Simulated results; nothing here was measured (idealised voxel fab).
Process module name: voxel transistor to metal
Section cut is 210 nm wide and gridded with 5 nm square cells.
Notation: cross-section as square-cell grid; stated in bands, top first, going down; one or more cell rows per band. First you get the band's top height and its bottom height, in nm, and then the materials it's made of, left to right, with each width in nm. If you see a single material with "full width", that one covers the band edge to edge. "empty" is empty space. Beneath 0, the wafer as received is one material, and that level is where height counting begins. The lowest band goes on downward without a bottom; it is written like "from 0 down". The notation "30->40" denotes a width that varies across the rows of cells in the band, beginning at the first number in the top row, finishing at the second number in the bottom row, and changing by an identical amount from each row to the next. Where the words "same as before" appear for a step, the cross-section shows no cell changed by that step; every cell remained as before. In "Closed void register" the enclosed voids are listed, meaning empty spaces of 8 cells or larger without any opening to the top. The form is width x height at distance, distance from the left edge, units nm. Post-settings text on a step line: simulator's own remark regarding the step. overlay nm: mask right of planned place by this much (step with mask). Neg. = left.
PROCESS STEPS (PLANNED)
1) RECEIVE (material Si)
2) CONFORMAL_DEP (material SiO2; thk nm 5)
3) CONFORMAL_DEP (material SiN; thk nm 15)
4) DIRECTIONAL_DEP (material aC; thk nm 10)
5) PATTERN (tone cover; mask id ACTIVE; material resist; width nm 115; thk nm 25; overlay nm 0)
6) DIRECTIONAL_ETCH (etch materials aC; depth nm 10)
7) STRIP (etch materials resist)
8) DIRECTIONAL_ETCH (etch materials SiN; depth nm 15)
9) DIRECTIONAL_ETCH (etch materials SiO2; depth nm 5)
10) DIRECTIONAL_ETCH (etch materials Si; depth nm 20)
11) STRIP (etch materials aC)
12) OXIDIZE (depth nm 5)
13) FILL_DEP (material SiO2; thk nm 15)
14) CMP (height nm 20)
15) SELECTIVE_ETCH (etch materials SiO2; depth nm 15)
16) STRIP (etch materials SiN)
17) SELECTIVE_ETCH (etch materials SiO2; depth nm 5)
18) OXIDIZE (depth nm 5)
19) DIRECTIONAL_DEP (material polySi; thk nm 30)
20) DIRECTIONAL_DEP (material SiCN; thk nm 10)
21) PATTERN (tone cover; mask id GATE; material resist; width nm 25; thk nm 20; overlay nm 0)
22) DIRECTIONAL_ETCH (etch materials SiCN; depth nm 20)
23) DIRECTIONAL_ETCH (etch materials polySi; depth nm 40)
24) STRIP (etch materials resist)
25) CONFORMAL_DEP (material SiO2; thk nm 5)
26) DIRECTIONAL_ETCH (etch materials SiO2; depth nm 5)
27) CONFORMAL_DEP (material SiN; thk nm 5)
28) DIRECTIONAL_ETCH (etch materials SiN; depth nm 5)
29) DIRECTIONAL_ETCH (etch materials SiO2; depth nm 5)
30) EPI (material SiGe; thk nm 5)
31) FILL_DEP (material SiO2; thk nm 10)
32) CMP (height nm 40)
33) DIRECTIONAL_DEP (material SiO2; thk nm 10)
34) MASKED_ETCH (tone open; mask id CONTACT; width nm 30; pitch nm 65; etch materials SiO2; depth nm 50; overlay nm 0)
35) CONFORMAL_DEP (material TiN; thk nm 5)
36) FILL_DEP (material W; thk nm 10)
37) CMP (height nm 50)
38) CONFORMAL_DEP (material SiN; thk nm 5)
39) DIRECTIONAL_DEP (material SiO2; thk nm 20)
40) MASKED_ETCH (tone open; mask id METAL_1; width nm 15; pitch nm 80; etch materials SiO2; depth nm 20; overlay nm 0)
41) MASKED_ETCH (tone open; mask id METAL_1; width nm 15; pitch nm 80; etch materials SiN; depth nm 5; overlay nm 0)
42) CONFORMAL_DEP (material TiN; thk nm 5)
43) FILL_DEP (material W; thk nm 10)
44) CMP (height nm 75)
45) EPI (material Ru; thk nm 5)
46) FILL_DEP (material SiCN; thk nm 5)
AS RECEIVED, AFTER STEP 1
  from 0 down | Si full width
  Closed void register: none
BELOW IS THE WAFER IN CROSS-SECTION AFTER THE MODULE WAS COMPLETED. IT BEGAN FROM THE STARTING POINT SHOWN ABOVE AND FOLLOWED THE PLAN SHOWN ABOVE, EXCEPT THAT ONE MISTAKE WAS MADE WHILE RUNNING IT
  from 85 to 80 | SiCN full width
  from 80 to 75 | SiCN (50), Ru (25), SiCN (55), Ru (25), SiCN (55)
  from 75 to 70 | SiO2 (55), TiN (5), W (5), TiN (5), SiO2 (65), TiN (5), W (5), TiN (5), SiO2 (60)
  from 70 to 65 | SiN (55), TiN (15), SiN (65), TiN (15), SiN (60)
  from 65 to 55 | W full width
  from 55 to 50 | TiN (60), W (20), TiN (45), W (20), TiN (65)
  from 50 to 40 | SiO2 (55), TiN (5), W (20->15), TiN (5->10), SiO2 (35), TiN (5->10), W (20->15), TiN (5), SiO2 (60)
  from 40 to 30 | SiO2 (55), TiN (5), W (15), TiN (5), SiN (5), SiO2 (5), SiCN (25), SiO2 (5), SiN (5), TiN (5), W (15), TiN (5), SiO2 (60)
  from 30 to 5 | SiO2 (55), TiN (5), W (15), TiN (5), SiN (5), SiO2 (5), polySi (25), SiO2 (5), SiN (5), TiN (5), W (15), TiN (5), SiO2 (60)
  from 5 to 0 | SiO2 (55), TiN (25), SiN (5), SiO2 (5), polySi (25), SiO2 (5), SiN (5), TiN (25), SiO2 (60)
  from 0 to -5 | SiO2 (45), SiGe (35), SiO2 (45), SiGe (35), SiO2 (50)
  from -5 to -25 | SiO2 (50), Si (105), SiO2 (55)
  from -25 down | Si full width
  Closed void register: none
Deviation noted in wafer processing: not run: step 37 of the plan (skipped)
